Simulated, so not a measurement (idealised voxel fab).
Process module heading - voxel transistor to metal
The cross-section shown here is cut; it is 195 nm wide and divided into square cells measuring 5 nm on a side.
Cross-section layout: square cells on a grid; listed as bands, top to bottom; a band spans one or more cell rows. Per band: top height and bottom height in nm, followed by the left-to-right materials and their widths in nm; "full width" marks a single material spanning edge to edge, "empty" marks empty space. We count height from 0. Below that, the starting wafer is all one material. The lowest band never ends at the bottom but goes on down; see "top 0, no bottom" for how that is written. Think of "30..40" as a width that walks from the first number to the second as you go down the band, top row to bottom row, taking equal-sized steps from row to row. You'll sometimes find "nothing changed" written for a step, and that's the way of saying that nowhere in the cross-section did a cell change during that step. Basically, "Closed cavity list" tells you about the enclosed voids: empty spaces with no open way to the top, 8 cells or bigger, each written width x height at distance, where distance is from the left edge, all in nm. Text after the settings on a step's line: the simulator's own remark on that step. If you see "overlay nm" on a step's line and that step has a mask, it's telling you how far right of where it was planned the mask ended up; a negative number means it went left instead.

## Set out below are the planned steps of the process
1,RECEIVE [material Si]
2,OXIDIZE [depth nm 5]
3,CONFORMAL_DEP [material SiN] [thk nm 15]
4,MASKED_ETCH [tone cover] [mask id ACTIVE] [width nm 100] [etch materials SiN] [depth nm 15] [overlay nm 0]
5,MASKED_ETCH [tone cover] [mask id ACTIVE] [width nm 100] [etch materials SiO2] [depth nm 5] [overlay nm 0]
6,MASKED_ETCH [tone cover] [mask id ACTIVE] [width nm 100] [etch materials Si] [depth nm 35] [overlay nm 0]
7,OXIDIZE [depth nm 5]
8,FILL_DEP [material SiO2] [thk nm 10]
9,CMP [height nm 15]
10,SELECTIVE_ETCH [etch materials SiO2] [depth nm 5]
11,STRIP [etch materials SiN]
12,SELECTIVE_ETCH [etch materials SiO2] [depth nm 5]
13,OXIDIZE [depth nm 5]
14,DIRECTIONAL_DEP [material polySi] [thk nm 20]
15,DIRECTIONAL_DEP [material SiCN] [thk nm 15]
16,PATTERN [tone cover] [mask id GATE] [material resist] [width nm 20] [thk nm 20] [overlay nm 0]
17,DIRECTIONAL_ETCH [etch materials SiCN] [depth nm 25]
18,DIRECTIONAL_ETCH [etch materials polySi] [depth nm 30]
19,STRIP [etch materials resist]
20,CONFORMAL_DEP [material SiO2] [thk nm 5]
21,DIRECTIONAL_ETCH [etch materials SiO2] [depth nm 5]
22,CONFORMAL_DEP [material SiN] [thk nm 10]
23,DIRECTIONAL_ETCH [etch materials SiN] [depth nm 10]
24,DIRECTIONAL_ETCH [etch materials SiO2] [depth nm 5]
25,EPI [material nSi] [thk nm 5]
26,FILL_DEP [material SiO2] [thk nm 5]
27,CMP [height nm 30]
28,DIRECTIONAL_DEP [material SiO2] [thk nm 15]
29,MASKED_ETCH [tone open] [mask id CONTACT] [width nm 25] [pitch nm 55] [etch materials SiO2] [depth nm 50] [overlay nm 0]
30,CONFORMAL_DEP [material TiN] [thk nm 5]
31,FILL_DEP [material W] [thk nm 5]
32,CMP [height nm 45]
33,DIRECTIONAL_DEP [material TiN] [thk nm 5]
34,DIRECTIONAL_DEP [material Ru] [thk nm 15]
35,DIRECTIONAL_DEP [material aC] [thk nm 10]
36,PATTERN [tone cover] [mask id METAL_1] [material resist] [width nm 15] [pitch nm 65] [thk nm 30] [overlay nm 0]
37,DIRECTIONAL_ETCH [etch materials aC] [depth nm 10]
38,STRIP [etch materials resist]
39,DIRECTIONAL_ETCH [etch materials Ru] [depth nm 15]
40,DIRECTIONAL_ETCH [etch materials TiN] [depth nm 5]
41,STRIP [etch materials aC]
42,CONFORMAL_DEP [material SiCN] [thk nm 5]
43,FILL_DEP [material lowk] [thk nm 5]
44,CMP [height nm 65]
45,CONFORMAL_DEP [material SiN] [thk nm 5]

## First of two wafers - as planned

## So this is the incoming wafer in cross-section - it's already been through step 1
	top 0, no bottom: Si full width
	Closed cavity list: none

## How the wafer stands in section after step 2
	top 0, bottom -5: SiO2 full width
	Lower than -5, everything is as it was.

## How the wafer stands in section after step 3
	top 15, bottom 0: SiN full width
	Lower than 0, everything is as it was.

## How the wafer stands in section after step 4
	top 15, bottom 0: empty: 45; SiN: 100; empty: 50
	Lower than 0, everything is as it was.

## How the wafer stands in section after step 5
	top 15, bottom 0: empty: 45; SiN: 100; empty: 50
	top 0, bottom -5: empty: 45; SiO2: 100; empty: 50
	Lower than -5, everything is as it was.

## How the wafer stands in section after step 6
	top 15, bottom 0: empty: 45; SiN: 100; empty: 50
	top 0, bottom -5: empty: 45; SiO2: 100; empty: 50
	top -5, bottom -40: empty: 45; Si: 100; empty: 50
	Lower than -40, everything is as it was.

## How the wafer stands in section after step 7
	top 15, bottom 0: empty: 45; SiN: 100; empty: 50
	top 0, bottom -5: empty: 45; SiO2: 100; empty: 50
	top -5, bottom -40: empty: 45; SiO2: 5; Si: 90; SiO2: 5; empty: 50
	top -40, bottom -45: SiO2: 50; Si: 90; SiO2: 55
	Lower than -45, everything is as it was.

## How the wafer stands in section after step 8
	top 25, bottom 15: SiO2 full width
	top 15, bottom 0: SiO2: 45; SiN: 100; SiO2: 50
	top 0, bottom -5: SiO2 full width
	top -5, bottom -45: SiO2: 50; Si: 90; SiO2: 55
	Lower than -45, everything is as it was.

## How the wafer stands in section after step 9
	top 15, bottom 0: SiO2: 45; SiN: 100; SiO2: 50
	Lower than 0, everything is as it was.

## How the wafer stands in section after step 10
	top 15, bottom 10: empty: 45; SiN: 100; empty: 50
	Lower than 10, everything is as it was.

## How the wafer stands in section after step 11
	top 10, bottom 0: SiO2: 45; empty: 100; SiO2: 50
	Lower than 0, everything is as it was.

## How the wafer stands in section after step 12
	top 5, bottom -5: SiO2: 40; empty: 110; SiO2: 45
	Lower than -5, everything is as it was.

## How the wafer stands in section after step 13
	top 5, bottom -5: SiO2: 40; empty: 110; SiO2: 45
	top -5, bottom -10: SiO2 full width
	Lower than -10, everything is as it was.

## How the wafer stands in section after step 14
	top 25, bottom 15: polySi: 40; empty: 110; polySi: 45
	top 15, bottom 5: polySi full width
	top 5, bottom -5: SiO2: 40; polySi: 110; SiO2: 45
	Lower than -5, everything is as it was.

## How the wafer stands in section after step 15
	top 40, bottom 30: SiCN: 40; empty: 110; SiCN: 45
	top 30, bottom 25: SiCN full width
	top 25, bottom 15: polySi: 40; SiCN: 110; polySi: 45
	Lower than 15, everything is as it was.

## How the wafer stands in section after step 16
	top 60, bottom 40: empty: 85; resist: 20; empty: 90
	top 40, bottom 30: SiCN: 40; empty: 45; resist: 20; empty: 45; SiCN: 45
	Lower than 30, everything is as it was.

## How the wafer stands in section after step 17
	top 60, bottom 30: empty: 85; resist: 20; empty: 90
	top 30, bottom 25: empty: 85; SiCN: 20; empty: 90
	top 25, bottom 15: polySi: 40; empty: 45; SiCN: 20; empty: 45; polySi: 45
	Lower than 15, everything is as it was.

## How the wafer stands in section after step 18
	top 60, bottom 30: empty: 85; resist: 20; empty: 90
	top 30, bottom 15: empty: 85; SiCN: 20; empty: 90
	top 15, bottom 5: empty: 85; polySi: 20; empty: 90
	top 5, bottom -5: SiO2: 40; empty: 45; polySi: 20; empty: 45; SiO2: 45
	Lower than -5, everything is as it was.

## How the wafer stands in section after step 19
	top 30, bottom 15: empty: 85; SiCN: 20; empty: 90
	Lower than 15, everything is as it was.

## How the wafer stands in section after step 20
	top 35, bottom 30: empty: 80; SiO2: 30; empty: 85
	top 30, bottom 15: empty: 80; SiO2: 5; SiCN: 20; SiO2: 5; empty: 85
	top 15, bottom 10: empty: 80; SiO2: 5; polySi: 20; SiO2: 5; empty: 85
	top 10, bottom 0: SiO2: 45; empty: 35; SiO2: 5; polySi: 20; SiO2: 5; empty: 35; SiO2: 50
	top 0, bottom -5: SiO2: 85; polySi: 20; SiO2: 90
	Lower than -5, everything is as it was.

## How the wafer stands in section after step 21
	top 30, bottom 15: empty: 80; SiO2: 5; SiCN: 20; SiO2: 5; empty: 85
	top 15, bottom 5: empty: 80; SiO2: 5; polySi: 20; SiO2: 5; empty: 85
	top 5, bottom -5: SiO2: 45; empty: 35; SiO2: 5; polySi: 20; SiO2: 5; empty: 35; SiO2: 50
	Lower than -5, everything is as it was.

## How the wafer stands in section after step 22
	top 40, bottom 30: empty: 70; SiN: 50; empty: 75
	top 30, bottom 15: empty: 70; SiN: 10; SiO2: 5; SiCN: 20; SiO2: 5; SiN: 10; empty: 75
	top 15, bottom 5: SiN: 55; empty: 15; SiN: 10; SiO2: 5; polySi: 20; SiO2: 5; SiN: 10; empty: 15; SiN: 60
	top 5, bottom -5: SiO2: 45; SiN: 35; SiO2: 5; polySi: 20; SiO2: 5; SiN: 35; SiO2: 50
	Lower than -5, everything is as it was.

## How the wafer stands in section after step 23
	top 30, bottom 15: empty: 70; SiN: 10; SiO2: 5; SiCN: 20; SiO2: 5; SiN: 10; empty: 75
	top 15, bottom 5: empty: 70; SiN: 10; SiO2: 5; polySi: 20; SiO2: 5; SiN: 10; empty: 75
	top 5, bottom -5: SiO2: 45; SiN: 10; empty: 15; SiN: 10; SiO2: 5; polySi: 20; SiO2: 5; SiN: 10; empty: 15; SiN: 10; SiO2: 50
	Lower than -5, everything is as it was.

## How the wafer stands in section after step 24
	top 30, bottom 25: empty: 70; SiN: 10; empty: 5; SiCN: 20; empty: 5; SiN: 10; empty: 75
	top 25, bottom 15: empty: 70; SiN: 10; SiO2: 5; SiCN: 20; SiO2: 5; SiN: 10; empty: 75
	top 15, bottom 5: empty: 70; SiN: 10; SiO2: 5; polySi: 20; SiO2: 5; SiN: 10; empty: 75
	top 5, bottom 0: empty: 45; SiN: 10; empty: 15; SiN: 10; SiO2: 5; polySi: 20; SiO2: 5; SiN: 10; empty: 15; SiN: 10; empty: 50
	top 0, bottom -5: SiO2: 45; SiN: 10; empty: 15; SiN: 10; SiO2: 5; polySi: 20; SiO2: 5; SiN: 10; empty: 15; SiN: 10; SiO2: 50
	top -5, bottom -10: SiO2: 55; empty: 15; SiO2: 50; empty: 15; SiO2: 60
	Lower than -10, everything is as it was.

## How the wafer stands in section after step 25
	top 30, bottom 25: empty: 70; SiN: 10; empty: 5; SiCN: 20; empty: 5; SiN: 10; empty: 75
	top 25, bottom 15: empty: 70; SiN: 10; SiO2: 5; SiCN: 20; SiO2: 5; SiN: 10; empty: 75
	top 15, bottom 5: empty: 70; SiN: 10; SiO2: 5; polySi: 20; SiO2: 5; SiN: 10; empty: 75
	top 5, bottom 0: empty: 45; SiN: 10; empty: 15; SiN: 10; SiO2: 5; polySi: 20; SiO2: 5; SiN: 10; empty: 15; SiN: 10; empty: 50
	top 0, bottom -5: SiO2: 45; SiN: 10; empty: 15; SiN: 10; SiO2: 5; polySi: 20; SiO2: 5; SiN: 10; empty: 15; SiN: 10; SiO2: 50
	top -5, bottom -10: SiO2: 55; nSi: 15; SiO2: 50; nSi: 15; SiO2: 60
	Lower than -10, everything is as it was.

## How the wafer stands in section after step 26
	top 35, bottom 30: SiO2 full width
	top 30, bottom 15: SiO2: 70; SiN: 10; SiO2: 5; SiCN: 20; SiO2: 5; SiN: 10; SiO2: 75
	top 15, bottom 5: SiO2: 70; SiN: 10; SiO2: 5; polySi: 20; SiO2: 5; SiN: 10; SiO2: 75
	top 5, bottom -5: SiO2: 45; SiN: 10; SiO2: 15; SiN: 10; SiO2: 5; polySi: 20; SiO2: 5; SiN: 10; SiO2: 15; SiN: 10; SiO2: 50
	Lower than -5, everything is as it was.

## How the wafer stands in section after step 27
	top 30, bottom 15: SiO2: 70; SiN: 10; SiO2: 5; SiCN: 20; SiO2: 5; SiN: 10; SiO2: 75
	Lower than 15, everything is as it was.

## How the wafer stands in section after step 28
	top 45, bottom 30: SiO2 full width
	Lower than 30, everything is as it was.

## How the wafer stands in section after step 29
	top 45, bottom 30: SiO2: 55; empty: 25; SiO2: 30; empty: 25; SiO2: 60
	top 30, bottom 15: SiO2: 55; empty: 15; SiN: 10; SiO2: 5; SiCN: 20; SiO2: 5; SiN: 10; empty: 15; SiO2: 60
	top 15, bottom 5: SiO2: 55; empty: 15; SiN: 10; SiO2: 5; polySi: 20; SiO2: 5; SiN: 10; empty: 15; SiO2: 60
	top 5, bottom -5: SiO2: 45; SiN: 10; empty: 15; SiN: 10; SiO2: 5; polySi: 20; SiO2: 5; SiN: 10; empty: 15; SiN: 10; SiO2: 50
	Lower than -5, everything is as it was.

## How the wafer stands in section after step 30
	top 50, bottom 45: TiN: 60; empty: 15; TiN: 40; empty: 15; TiN: 65
	top 45, bottom 35: SiO2: 55; TiN: 5; empty: 15; TiN: 5; SiO2: 30; TiN: 5; empty: 15; TiN: 5; SiO2: 60
	top 35, bottom 30: SiO2: 55; TiN: 5; empty: 5; TiN: 15; SiO2: 30; TiN: 15; empty: 5; TiN: 5; SiO2: 60
	top 30, bottom 15: SiO2: 55; TiN: 5; empty: 5; TiN: 5; SiN: 10; SiO2: 5; SiCN: 20; SiO2: 5; SiN: 10; TiN: 5; empty: 5; TiN: 5; SiO2: 60
	top 15, bottom 5: SiO2: 55; TiN: 5; empty: 5; TiN: 5; SiN: 10; SiO2: 5; polySi: 20; SiO2: 5; SiN: 10; TiN: 5; empty: 5; TiN: 5; SiO2: 60
	top 5, bottom 0: SiO2: 45; SiN: 10; TiN: 5; empty: 5; TiN: 5; SiN: 10; SiO2: 5; polySi: 20; SiO2: 5; SiN: 10; TiN: 5; empty: 5; TiN: 5; SiN: 10; SiO2: 50
	top 0, bottom -5: SiO2: 45; SiN: 10; TiN: 15; SiN: 10; SiO2: 5; polySi: 20; SiO2: 5; SiN: 10; TiN: 15; SiN: 10; SiO2: 50
	Lower than -5, everything is as it was.

## How the wafer stands in section after step 31
	top 55, bottom 50: W full width
	top 50, bottom 45: TiN: 60; W: 15; TiN: 40; W: 15; TiN: 65
	top 45, bottom 35: SiO2: 55; TiN: 5; W: 15; TiN: 5; SiO2: 30; TiN: 5; W: 15; TiN: 5; SiO2: 60
	top 35, bottom 30: SiO2: 55; TiN: 5; W: 5; TiN: 15; SiO2: 30; TiN: 15; W: 5; TiN: 5; SiO2: 60
	top 30, bottom 15: SiO2: 55; TiN: 5; W: 5; TiN: 5; SiN: 10; SiO2: 5; SiCN: 20; SiO2: 5; SiN: 10; TiN: 5; W: 5; TiN: 5; SiO2: 60
	top 15, bottom 5: SiO2: 55; TiN: 5; W: 5; TiN: 5; SiN: 10; SiO2: 5; polySi: 20; SiO2: 5; SiN: 10; TiN: 5; W: 5; TiN: 5; SiO2: 60
	top 5, bottom 0: SiO2: 45; SiN: 10; TiN: 5; W: 5; TiN: 5; SiN: 10; SiO2: 5; polySi: 20; SiO2: 5; SiN: 10; TiN: 5; W: 5; TiN: 5; SiN: 10; SiO2: 50
	Lower than 0, everything is as it was.

## How the wafer stands in section after step 32
	top 45, bottom 35: SiO2: 55; TiN: 5; W: 15; TiN: 5; SiO2: 30; TiN: 5; W: 15; TiN: 5; SiO2: 60
	Lower than 35, everything is as it was.

## How the wafer stands in section after step 33
	top 50, bottom 45: TiN full width
	Lower than 45, everything is as it was.

## How the wafer stands in section after step 34
	top 65, bottom 50: Ru full width
	Lower than 50, everything is as it was.

## How the wafer stands in section after step 35
	top 75, bottom 65: aC full width
	Lower than 65, everything is as it was.

## How the wafer stands in section after step 36
	top 105, bottom 75: empty: 55; resist: 15; empty: 50; resist: 15; empty: 60
	Lower than 75, everything is as it was.

## How the wafer stands in section after step 37
	top 95, bottom 75: empty: 55; resist: 15; empty: 50; resist: 15; empty: 60
	top 75, bottom 65: empty: 55; aC: 15; empty: 50; aC: 15; empty: 60
	Lower than 65, everything is as it was.

## How the wafer stands in section after step 38
	top 75, bottom 65: empty: 55; aC: 15; empty: 50; aC: 15; empty: 60
	Lower than 65, everything is as it was.

## How the wafer stands in section after step 39
	top 75, bottom 65: empty: 55; aC: 15; empty: 50; aC: 15; empty: 60
	top 65, bottom 50: empty: 55; Ru: 15; empty: 50; Ru: 15; empty: 60
	Lower than 50, everything is as it was.

## How the wafer stands in section after step 40
	top 75, bottom 65: empty: 55; aC: 15; empty: 50; aC: 15; empty: 60
	top 65, bottom 50: empty: 55; Ru: 15; empty: 50; Ru: 15; empty: 60
	top 50, bottom 45: empty: 55; TiN: 15; empty: 50; TiN: 15; empty: 60
	Lower than 45, everything is as it was.

## How the wafer stands in section after step 41
	top 65, bottom 50: empty: 55; Ru: 15; empty: 50; Ru: 15; empty: 60
	Lower than 50, everything is as it was.

## How the wafer stands in section after step 42
	top 70, bottom 65: empty: 50; SiCN: 25; empty: 40; SiCN: 25; empty: 55
	top 65, bottom 50: empty: 50; SiCN: 5; Ru: 15; SiCN: 5; empty: 40; SiCN: 5; Ru: 15; SiCN: 5; empty: 55
	top 50, bottom 45: SiCN: 55; TiN: 15; SiCN: 50; TiN: 15; SiCN: 60
	Lower than 45, everything is as it was.

## How the wafer stands in section after step 43
	top 75, bottom 70: lowk full width
	top 70, bottom 65: lowk: 50; SiCN: 25; lowk: 40; SiCN: 25; lowk: 55
	top 65, bottom 50: lowk: 50; SiCN: 5; Ru: 15; SiCN: 5; lowk: 40; SiCN: 5; Ru: 15; SiCN: 5; lowk: 55
	Lower than 50, everything is as it was.

## How the wafer stands in section after step 44
	top 65, bottom 50: lowk: 50; SiCN: 5; Ru: 15; SiCN: 5; lowk: 40; SiCN: 5; Ru: 15; SiCN: 5; lowk: 55
	Lower than 50, everything is as it was.

## How the wafer stands in section after step 45
	top 70, bottom 65: SiN full width
	Lower than 65, everything is as it was.

## Here the second wafer is described. Its start and its plan were those of the first wafer. Its run contained one mistake. Up to and including step 3, it did exactly what the first wafer did

## Second wafer: cross-section at the scheduled end of step 4
	top 15, bottom 0: SiN: 45; empty: 100; SiN: 50
	Lower than 0, everything is as it was.

Second wafer: cross-section at the scheduled end of step 5: nothing changed

Second wafer: cross-section at the scheduled end of step 6: nothing changed

Second wafer: cross-section at the scheduled end of step 7: nothing changed

## Second wafer: cross-section at the scheduled end of step 8
	top 25, bottom 15: SiO2 full width
	top 15, bottom 0: SiN: 45; SiO2: 100; SiN: 50
	Lower than 0, everything is as it was.

## Second wafer: cross-section at the scheduled end of step 9
	top 15, bottom 0: SiN: 45; SiO2: 100; SiN: 50
	Lower than 0, everything is as it was.

## Second wafer: cross-section at the scheduled end of step 10
	top 15, bottom 10: SiN: 45; empty: 100; SiN: 50
	Lower than 10, everything is as it was.

## Second wafer: cross-section at the scheduled end of step 11
	top 10, bottom 0: empty: 45; SiO2: 100; empty: 50
	Lower than 0, everything is as it was.

## Second wafer: cross-section at the scheduled end of step 12
	top 5, bottom -5: empty: 50; SiO2: 90; empty: 55
	Lower than -5, everything is as it was.

## Second wafer: cross-section at the scheduled end of step 13
	top 5, bottom -5: empty: 50; SiO2: 90; empty: 55
	top -5, bottom -10: SiO2: 55; Si: 80; SiO2: 60
	Lower than -10, everything is as it was.

## Second wafer: cross-section at the scheduled end of step 14
	top 25, bottom 15: empty: 50; polySi: 90; empty: 55
	top 15, bottom 5: polySi full width
	top 5, bottom -5: polySi: 50; SiO2: 90; polySi: 55
	Lower than -5, everything is as it was.

## Second wafer: cross-section at the scheduled end of step 15
	top 40, bottom 30: empty: 50; SiCN: 90; empty: 55
	top 30, bottom 25: SiCN full width
	top 25, bottom 15: SiCN: 50; polySi: 90; SiCN: 55
	Lower than 15, everything is as it was.

## Second wafer: cross-section at the scheduled end of step 16
	top 60, bottom 40: empty: 85; resist: 20; empty: 90
	Lower than 40, everything is as it was.

## Second wafer: cross-section at the scheduled end of step 17
	top 60, bottom 40: empty: 85; resist: 20; empty: 90
	top 40, bottom 25: empty: 85; SiCN: 20; empty: 90
	top 25, bottom 15: empty: 50; polySi: 90; empty: 55
	Lower than 15, everything is as it was.

## Second wafer: cross-section at the scheduled end of step 18
	top 60, bottom 40: empty: 85; resist: 20; empty: 90
	top 40, bottom 25: empty: 85; SiCN: 20; empty: 90
	top 25, bottom 5: empty: 85; polySi: 20; empty: 90
	top 5, bottom -5: empty: 50; SiO2: 90; empty: 55
	Lower than -5, everything is as it was.

## Second wafer: cross-section at the scheduled end of step 19
	top 40, bottom 25: empty: 85; SiCN: 20; empty: 90
	Lower than 25, everything is as it was.

## Second wafer: cross-section at the scheduled end of step 20
	top 45, bottom 40: empty: 80; SiO2: 30; empty: 85
	top 40, bottom 25: empty: 80; SiO2: 5; SiCN: 20; SiO2: 5; empty: 85
	top 25, bottom 10: empty: 80; SiO2: 5; polySi: 20; SiO2: 5; empty: 85
	top 10, bottom 5: empty: 45; SiO2: 40; polySi: 20; SiO2: 40; empty: 50
	top 5, bottom 0: empty: 45; SiO2: 100; empty: 50
	top 0, bottom -5: SiO2 full width
	Lower than -5, everything is as it was.

## Second wafer: cross-section at the scheduled end of step 21
	top 40, bottom 25: empty: 80; SiO2: 5; SiCN: 20; SiO2: 5; empty: 85
	top 25, bottom 5: empty: 80; SiO2: 5; polySi: 20; SiO2: 5; empty: 85
	top 5, bottom -5: empty: 45; SiO2: 100; empty: 50
	Lower than -5, everything is as it was.

## Second wafer: cross-section at the scheduled end of step 22
	top 50, bottom 40: empty: 70; SiN: 50; empty: 75
	top 40, bottom 25: empty: 70; SiN: 10; SiO2: 5; SiCN: 20; SiO2: 5; SiN: 10; empty: 75
	top 25, bottom 15: empty: 70; SiN: 10; SiO2: 5; polySi: 20; SiO2: 5; SiN: 10; empty: 75
	top 15, bottom 5: empty: 35; SiN: 45; SiO2: 5; polySi: 20; SiO2: 5; SiN: 45; empty: 40
	top 5, bottom -5: SiN: 45; SiO2: 100; SiN: 50
	Lower than -5, everything is as it was.

## Second wafer: cross-section at the scheduled end of step 23
	top 40, bottom 25: empty: 70; SiN: 10; SiO2: 5; SiCN: 20; SiO2: 5; SiN: 10; empty: 75
	top 25, bottom 5: empty: 70; SiN: 10; SiO2: 5; polySi: 20; SiO2: 5; SiN: 10; empty: 75
	top 5, bottom -5: empty: 35; SiN: 10; SiO2: 100; SiN: 10; empty: 40
	Lower than -5, everything is as it was.

## Second wafer: cross-section at the scheduled end of step 24
	top 40, bottom 35: empty: 70; SiN: 10; empty: 5; SiCN: 20; empty: 5; SiN: 10; empty: 75
	top 35, bottom 25: empty: 70; SiN: 10; SiO2: 5; SiCN: 20; SiO2: 5; SiN: 10; empty: 75
	top 25, bottom 5: empty: 70; SiN: 10; SiO2: 5; polySi: 20; SiO2: 5; SiN: 10; empty: 75
	top 5, bottom 0: empty: 35; SiN: 10; empty: 25; SiO2: 50; empty: 25; SiN: 10; empty: 40
	top 0, bottom -5: empty: 35; SiN: 10; SiO2: 100; SiN: 10; empty: 40
	top -5, bottom -10: empty: 35; SiO2: 20; Si: 80; SiO2: 20; empty: 40
	Lower than -10, everything is as it was.

## Second wafer: cross-section at the scheduled end of step 25
	top 40, bottom 35: empty: 70; SiN: 10; empty: 5; SiCN: 20; empty: 5; SiN: 10; empty: 75
	top 35, bottom 25: empty: 70; SiN: 10; SiO2: 5; SiCN: 20; SiO2: 5; SiN: 10; empty: 75
	top 25, bottom 5: empty: 70; SiN: 10; SiO2: 5; polySi: 20; SiO2: 5; SiN: 10; empty: 75
	top 5, bottom 0: empty: 35; SiN: 10; empty: 25; SiO2: 50; empty: 25; SiN: 10; empty: 40
	top 0, bottom -5: empty: 35; SiN: 10; SiO2: 100; SiN: 10; empty: 40
	top -5, bottom -10: nSi: 35; SiO2: 20; Si: 80; SiO2: 20; nSi: 40
	Lower than -10, everything is as it was.

## Second wafer: cross-section at the scheduled end of step 26
	top 45, bottom 40: SiO2 full width
	top 40, bottom 25: SiO2: 70; SiN: 10; SiO2: 5; SiCN: 20; SiO2: 5; SiN: 10; SiO2: 75
	top 25, bottom 5: SiO2: 70; SiN: 10; SiO2: 5; polySi: 20; SiO2: 5; SiN: 10; SiO2: 75
	top 5, bottom -5: SiO2: 35; SiN: 10; SiO2: 100; SiN: 10; SiO2: 40
	Lower than -5, everything is as it was.

## Second wafer: cross-section at the scheduled end of step 27
	top 30, bottom 25: SiO2: 70; SiN: 10; SiO2: 5; SiCN: 20; SiO2: 5; SiN: 10; SiO2: 75
	Lower than 25, everything is as it was.

## Second wafer: cross-section at the scheduled end of step 28
	top 45, bottom 30: SiO2 full width
	Lower than 30, everything is as it was.

## Second wafer: cross-section at the scheduled end of step 29
	top 45, bottom 30: SiO2: 55; empty: 25; SiO2: 30; empty: 25; SiO2: 60
	top 30, bottom 25: SiO2: 55; empty: 15; SiN: 10; SiO2: 5; SiCN: 20; SiO2: 5; SiN: 10; empty: 15; SiO2: 60
	top 25, bottom 5: SiO2: 55; empty: 15; SiN: 10; SiO2: 5; polySi: 20; SiO2: 5; SiN: 10; empty: 15; SiO2: 60
	top 5, bottom -5: SiO2: 35; SiN: 10; SiO2: 10; empty: 15; SiO2: 50; empty: 15; SiO2: 10; SiN: 10; SiO2: 40
	Lower than -5, everything is as it was.

## Second wafer: cross-section at the scheduled end of step 30
	top 50, bottom 45: TiN: 60; empty: 15; TiN: 40; empty: 15; TiN: 65
	top 45, bottom 35: SiO2: 55; TiN: 5; empty: 15; TiN: 5; SiO2: 30; TiN: 5; empty: 15; TiN: 5; SiO2: 60
	top 35, bottom 30: SiO2: 55; TiN: 5; empty: 5; TiN: 15; SiO2: 30; TiN: 15; empty: 5; TiN: 5; SiO2: 60
	top 30, bottom 25: SiO2: 55; TiN: 5; empty: 5; TiN: 5; SiN: 10; SiO2: 5; SiCN: 20; SiO2: 5; SiN: 10; TiN: 5; empty: 5; TiN: 5; SiO2: 60
	top 25, bottom 5: SiO2: 55; TiN: 5; empty: 5; TiN: 5; SiN: 10; SiO2: 5; polySi: 20; SiO2: 5; SiN: 10; TiN: 5; empty: 5; TiN: 5; SiO2: 60
	top 5, bottom 0: SiO2: 35; SiN: 10; SiO2: 10; TiN: 5; empty: 5; TiN: 5; SiO2: 50; TiN: 5; empty: 5; TiN: 5; SiO2: 10; SiN: 10; SiO2: 40
	top 0, bottom -5: SiO2: 35; SiN: 10; SiO2: 10; TiN: 15; SiO2: 50; TiN: 15; SiO2: 10; SiN: 10; SiO2: 40
	Lower than -5, everything is as it was.

## Second wafer: cross-section at the scheduled end of step 31
	top 55, bottom 50: W full width
	top 50, bottom 45: TiN: 60; W: 15; TiN: 40; W: 15; TiN: 65
	top 45, bottom 35: SiO2: 55; TiN: 5; W: 15; TiN: 5; SiO2: 30; TiN: 5; W: 15; TiN: 5; SiO2: 60
	top 35, bottom 30: SiO2: 55; TiN: 5; W: 5; TiN: 15; SiO2: 30; TiN: 15; W: 5; TiN: 5; SiO2: 60
	top 30, bottom 25: SiO2: 55; TiN: 5; W: 5; TiN: 5; SiN: 10; SiO2: 5; SiCN: 20; SiO2: 5; SiN: 10; TiN: 5; W: 5; TiN: 5; SiO2: 60
	top 25, bottom 5: SiO2: 55; TiN: 5; W: 5; TiN: 5; SiN: 10; SiO2: 5; polySi: 20; SiO2: 5; SiN: 10; TiN: 5; W: 5; TiN: 5; SiO2: 60
	top 5, bottom 0: SiO2: 35; SiN: 10; SiO2: 10; TiN: 5; W: 5; TiN: 5; SiO2: 50; TiN: 5; W: 5; TiN: 5; SiO2: 10; SiN: 10; SiO2: 40
	Lower than 0, everything is as it was.

## Second wafer: cross-section at the scheduled end of step 32
	top 45, bottom 35: SiO2: 55; TiN: 5; W: 15; TiN: 5; SiO2: 30; TiN: 5; W: 15; TiN: 5; SiO2: 60
	Lower than 35, everything is as it was.

## Second wafer: cross-section at the scheduled end of step 33
	top 50, bottom 45: TiN full width
	Lower than 45, everything is as it was.

## Second wafer: cross-section at the scheduled end of step 34
	top 65, bottom 50: Ru full width
	Lower than 50, everything is as it was.

## Second wafer: cross-section at the scheduled end of step 35
	top 75, bottom 65: aC full width
	Lower than 65, everything is as it was.

## Second wafer: cross-section at the scheduled end of step 36
	top 105, bottom 75: empty: 55; resist: 15; empty: 50; resist: 15; empty: 60
	Lower than 75, everything is as it was.

## Second wafer: cross-section at the scheduled end of step 37
	top 95, bottom 75: empty: 55; resist: 15; empty: 50; resist: 15; empty: 60
	top 75, bottom 65: empty: 55; aC: 15; empty: 50; aC: 15; empty: 60
	Lower than 65, everything is as it was.

## Second wafer: cross-section at the scheduled end of step 38
	top 75, bottom 65: empty: 55; aC: 15; empty: 50; aC: 15; empty: 60
	Lower than 65, everything is as it was.

## Second wafer: cross-section at the scheduled end of step 39
	top 75, bottom 65: empty: 55; aC: 15; empty: 50; aC: 15; empty: 60
	top 65, bottom 50: empty: 55; Ru: 15; empty: 50; Ru: 15; empty: 60
	Lower than 50, everything is as it was.

## Second wafer: cross-section at the scheduled end of step 40
	top 75, bottom 65: empty: 55; aC: 15; empty: 50; aC: 15; empty: 60
	top 65, bottom 50: empty: 55; Ru: 15; empty: 50; Ru: 15; empty: 60
	top 50, bottom 45: empty: 55; TiN: 15; empty: 50; TiN: 15; empty: 60
	Lower than 45, everything is as it was.

## Second wafer: cross-section at the scheduled end of step 41
	top 65, bottom 50: empty: 55; Ru: 15; empty: 50; Ru: 15; empty: 60
	Lower than 50, everything is as it was.

## Second wafer: cross-section at the scheduled end of step 42
	top 70, bottom 65: empty: 50; SiCN: 25; empty: 40; SiCN: 25; empty: 55
	top 65, bottom 50: empty: 50; SiCN: 5; Ru: 15; SiCN: 5; empty: 40; SiCN: 5; Ru: 15; SiCN: 5; empty: 55
	top 50, bottom 45: SiCN: 55; TiN: 15; SiCN: 50; TiN: 15; SiCN: 60
	Lower than 45, everything is as it was.

## Second wafer: cross-section at the scheduled end of step 43
	top 75, bottom 70: lowk full width
	top 70, bottom 65: lowk: 50; SiCN: 25; lowk: 40; SiCN: 25; lowk: 55
	top 65, bottom 50: lowk: 50; SiCN: 5; Ru: 15; SiCN: 5; lowk: 40; SiCN: 5; Ru: 15; SiCN: 5; lowk: 55
	Lower than 50, everything is as it was.

## Second wafer: cross-section at the scheduled end of step 44
	top 65, bottom 50: lowk: 50; SiCN: 5; Ru: 15; SiCN: 5; lowk: 40; SiCN: 5; Ru: 15; SiCN: 5; lowk: 55
	Lower than 50, everything is as it was.

## Second wafer: cross-section at the scheduled end of step 45
	top 70, bottom 65: SiN full width
	Lower than 65, everything is as it was.
What was the processing mistake? step 4 went in with a setting other than planned; the actual run was MASKED_ETCH [tone open] [mask id ACTIVE] [width nm 100] [etch materials SiN] [depth nm 15] [overlay nm 0]
Bottom line after processing is that, in cells, the second wafer is up or down on some materials versus the first: Si +163, SiCN -8, SiN -8, SiO2 -156, nSi +9
